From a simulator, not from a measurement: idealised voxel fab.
You're looking at the process module voxel self aligned contacts.
Section cut is 205 nm wide and gridded with 5 nm square cells.
Cross-section spec: square-cell grid; bands listed top down; each band is one or more rows. Basically the band line says how high the top is and how high the bottom is, in nm, and then what's in it from left to right, every material with its width in nm. Empty space shows up as "blank", and if a single material carries "edge to edge" it runs the full band edge to edge. Below 0: as-received wafer, all one material; heights counted from there. Lowest band: no bottom, goes on down, written "0 nm and below". Graded width ("30->40"): value in top row of band = first number; value in bottom row = second number; row-to-row change constant. Where a step carries "nothing was modified", the cross-section came out of it unchanged, cell for cell. The entry titled "Closed void table" provides the empty spaces that have no open way to the top, restricted to those of 8 cells or more. Each is presented as width x height at distance, the distance being measured from the left edge, with all three in nm. Heads up: the bit after the settings on a step's line is the simulator's remark on that step. "overlay nm" on a masked step: distance the mask lay right of its planned place, negative for left.

# Process steps foreseen in the plan
step 1: RECEIVE (material Si)
step 2: OXIDIZE (depth nm 5)
step 3: DIRECTIONAL_DEP (material polySi; thk nm 20)
step 4: DIRECTIONAL_DEP (material SiN; thk nm 20)
step 5: PATTERN (tone cover; mask id GATE; material resist; width nm 35; pitch nm 65; thk nm 20; overlay nm 0)
step 6: DIRECTIONAL_ETCH (etch materials SiN; depth nm 20)
step 7: DIRECTIONAL_ETCH (etch materials polySi; depth nm 20)
step 8: STRIP (etch materials resist)
step 9: CONFORMAL_DEP (material SiN; thk nm 5)
step 10: DIRECTIONAL_ETCH (etch materials SiN; depth nm 5)
step 11: FILL_DEP (material SiO2; thk nm 15)
step 12: CMP (height nm 50)
step 13: PATTERN (tone open; mask id CONTACT; material resist; width nm 30; pitch nm 65; thk nm 15; overlay nm 0)
step 14: DIRECTIONAL_ETCH (etch materials SiO2; depth nm 55)
step 15: STRIP (etch materials resist)
step 16: CONFORMAL_DEP (material TiN; thk nm 5)
step 17: FILL_DEP (material W; thk nm 5)
step 18: CMP (height nm 50)
step 19: CONFORMAL_DEP (material SiN; thk nm 5)
Quick note for whoever runs this: the wafers start identical, but the width nm at step 13 isn't the same across them. The plan just shows what the first wafer had.

# Here's the first of the wafers in cross-section, just as we got it, i.e. after step 1
* 0 nm and below  Si edge to edge
* Closed void table: none

# The first of several wafers, seen in cross-section after the module's last step, step 19
* 55 nm to 50 nm  SiN edge to edge
* 50 nm to 40 nm  55 nm SiO2  5->10 nm TiN  20->10 nm W  5->10 nm TiN  35 nm SiO2  5->10 nm TiN  20->10 nm W  5->10 nm TiN  55 nm SiO2
* 40 nm to 20 nm  15 nm SiO2  45 nm SiN  5 nm TiN  10 nm W  5 nm TiN  45 nm SiN  5 nm TiN  10 nm W  5 nm TiN  45 nm SiN  15 nm SiO2
* 20 nm to 0 nm  15 nm SiO2  5 nm SiN  35 nm polySi  5 nm SiN  5 nm TiN  10 nm W  5 nm TiN  5 nm SiN  35 nm polySi  5 nm SiN  5 nm TiN  10 nm W  5 nm TiN  5 nm SiN  35 nm polySi  5 nm SiN  15 nm SiO2
* 0 nm to -5 nm  60 nm SiO2  20 nm TiN  45 nm SiO2  20 nm TiN  60 nm SiO2
* -5 nm and below  Si edge to edge
* Closed void table: none

# Cross-sectional view of the final wafer of several at the module's end
* 55 nm to 50 nm  SiN edge to edge
* 50 nm to 40 nm  45 nm SiO2  5->20 nm TiN  40->10 nm W  5->20 nm TiN  15 nm SiO2  5->20 nm TiN  40->10 nm W  5->20 nm TiN  45 nm SiO2
* 40 nm to 20 nm  15 nm SiO2  45 nm SiN  5 nm TiN  10 nm W  5 nm TiN  45 nm SiN  5 nm TiN  10 nm W  5 nm TiN  45 nm SiN  15 nm SiO2
* 20 nm to 0 nm  15 nm SiO2  5 nm SiN  35 nm polySi  5 nm SiN  5 nm TiN  10 nm W  5 nm TiN  5 nm SiN  35 nm polySi  5 nm SiN  5 nm TiN  10 nm W  5 nm TiN  5 nm SiN  35 nm polySi  5 nm SiN  15 nm SiO2
* 0 nm to -5 nm  60 nm SiO2  20 nm TiN  45 nm SiO2  20 nm TiN  60 nm SiO2
* -5 nm and below  Si edge to edge
* Closed void table: none

# End of module, by wafer: material-by-material cell gain (+) or loss (-) since receipt, then closed voids
width nm 30, -41 Si, +173 SiN, +139 SiO2, +52 TiN, +44 W, +84 polySi, Closed void table: none
width nm 35, -41 Si, +173 SiN, +135 SiO2, +54 TiN, +46 W, +84 polySi, Closed void table: none
width nm 40, -41 Si, +173 SiN, +131 SiO2, +56 TiN, +48 W, +84 polySi, Closed void table: none
width nm 45, -41 Si, +173 SiN, +127 SiO2, +58 TiN, +50 W, +84 polySi, Closed void table: none
width nm 50, -41 Si, +173 SiN, +123 SiO2, +60 TiN, +52 W, +84 polySi, Closed void table: none
